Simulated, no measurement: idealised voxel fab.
process module | voxel tone inversion
cross-section cut | 300 nm wide | cells 5 nm
A cross-section is a grid of square cells, given in bands from the top down. A band is one or more rows of cells.
Each band's line starts with the height of the band's top and of its bottom, in nm. Then come its materials from left to right, each with its width in nm. One material with "throughout" fills the band from edge to edge. "air" is empty space.
Height 0 is the level under which the wafer as received is all one material. The lowest band goes on downwards, as in "0 down".
A width such as "30 to 40" changes by the same amount from each row of cells to the next, from the band's top row to its bottom row.
"no change" after a step means that no cell of the cross-section changed.
closed voids: empty space of 8 cells or more with no open way to the top, each as width x height at its distance from the left edge, in nm
after a step's settings: what the simulator itself notes on the step
overlay nm, on a step with a mask: how far to the right of its planned place the mask lay; to the left if negative
plan
1 op RECEIVE | material Si
2 op CONFORMAL_DEP | material SiN | thk nm 5
3 op DIRECTIONAL_DEP | material polySi | thk nm 15
4 op PATTERN | tone cover | mask id POSTS | material resist | width nm 15 | pitch nm 40 | thk nm 20 | overlay nm 0
5 op DIRECTIONAL_ETCH | etch materials polySi | depth nm 15
6 op STRIP | etch materials resist
7 op FILL_DEP | material SiO2 | thk nm 10
8 op CMP | height nm 20
9 op STRIP | etch materials polySi
10 op CONFORMAL_DEP | material TiN | thk nm 5
11 op FILL_DEP | material Ru | thk nm 10
12 op CMP | height nm 20
13 op CONFORMAL_DEP | material SiN | thk nm 5
as received, after step 1
  0 down: Si throughout
  closed voids: none
a wafer at the end: this start, this plan, one mistake
  25 to 20: SiN throughout
  20 to 10: SiO2 95 | TiN 5 | Ru 5 | TiN 5 | SiO2 25 | TiN 5 | Ru 5 | TiN 5 | SiO2 25 | TiN 5 | Ru 5 | TiN 5 | SiO2 110
  10 to 5: SiO2 95 | TiN 15 | SiO2 25 | TiN 15 | SiO2 25 | TiN 15 | SiO2 110
  5 to 0: SiN throughout
  0 down: Si throughout
  closed voids: none
what went wrong: step 4 ran as: op PATTERN | tone cover | mask id POSTS | material resist | width nm 15 | pitch nm 40 | thk nm 20 | overlay nm -5
